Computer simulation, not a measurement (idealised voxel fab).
The name of this process module is voxel tone inversion.
For reference, the cross-section in this document is cut, with width 280 nm and square cells of 5 nm.
For the purposes of this document, a cross-section shall be understood as a grid of square cells, specified as bands listed in top-to-bottom order, each band consisting of one or more rows of cells. Each band's line starts with the height of the band's top and of its bottom, in nm. Then come its materials from left to right, each with its width in nm. One material with "full width" fills the band from edge to edge. "blank" is empty space. Heights are reckoned from 0. Under this level, the received wafer is all of one material. The bottommost band is open-ended downward, for example "top 0, no bottom". The width entry "30 to 40" should be interpreted row by row: the top row of cells in the band takes the first number, the bottom row takes the second number, and the change between adjacent rows is uniform throughout. Key: "nothing changed" - step with no changed cell in the cross-section. Listed in "Sealed-off cavities": every empty space of 8 or more cells without an open way to the top. Form: width x height at distance, the distance being from the left edge, all in nm. Whatever follows a step's settings on its line is a remark the simulator itself makes about that step. On any step carrying a mask, the "overlay nm" setting, if present on the step's line, tells how far right of its planned place the mask lay; negative values point to the left.
**Below is the list of planned process steps**
1 RECEIVE: material Si
2 CONFORMAL_DEP: material SiCN, thk nm 10
3 DIRECTIONAL_DEP: material aC, thk nm 15
4 PATTERN: tone cover, mask id POSTS, material resist, width nm 20, pitch nm 40, thk nm 25, overlay nm 0
5 DIRECTIONAL_ETCH: etch materials aC, depth nm 15
6 STRIP: etch materials resist
7 FILL_DEP: material SiO2, thk nm 5
8 CMP: height nm 25
9 STRIP: etch materials aC
10 CONFORMAL_DEP: material TiN, thk nm 5
11 FILL_DEP: material Ru, thk nm 10
12 CMP: height nm 25
13 CONFORMAL_DEP: material SiN, thk nm 5
**As-received state of the wafer in cross-section, equivalent to post-step 1**
	top 0, no bottom  Si full width
	Sealed-off cavities: none
**The first of the two wafers as seen in cross-section once the module was finished; processing followed the plan**
	top 30, bottom 25  SiN full width
	top 25, bottom 15  70 SiO2, 5 TiN, 10 Ru, 5 TiN, 20 SiO2, 5 TiN, 10 Ru, 5 TiN, 20 SiO2, 5 TiN, 10 Ru, 5 TiN, 20 SiO2, 5 TiN, 10 Ru, 5 TiN, 70 SiO2
	top 15, bottom 10  70 SiO2, 20 TiN, 20 SiO2, 20 TiN, 20 SiO2, 20 TiN, 20 SiO2, 20 TiN, 70 SiO2
	top 10, bottom 0  SiCN full width
	top 0, no bottom  Si full width
	Sealed-off cavities: none
**Cross-sectional view of the second of two wafers upon completion of the module. This wafer shared its starting condition and process plan with the first; one error was made during its execution**
	top 45, bottom 40  SiN full width
	top 40, bottom 30  Ru full width
	top 30, bottom 25  75 TiN, 10 Ru, 30 TiN, 10 Ru, 30 TiN, 10 Ru, 30 TiN, 10 Ru, 75 TiN
	top 25, bottom 15  70 SiO2, 5 TiN, 10 Ru, 5 TiN, 20 SiO2, 5 TiN, 10 Ru, 5 TiN, 20 SiO2, 5 TiN, 10 Ru, 5 TiN, 20 SiO2, 5 TiN, 10 Ru, 5 TiN, 70 SiO2
	top 15, bottom 10  70 SiO2, 20 TiN, 20 SiO2, 20 TiN, 20 SiO2, 20 TiN, 20 SiO2, 20 TiN, 70 SiO2
	top 10, bottom 0  SiCN full width
	top 0, no bottom  Si full width
	Sealed-off cavities: none
Deviation from plan: step 12 of the plan was bypassed and not carried out
Final tally in cells, some materials are higher or lower on the second wafer than on the first: 120 more of Ru; 48 more of TiN
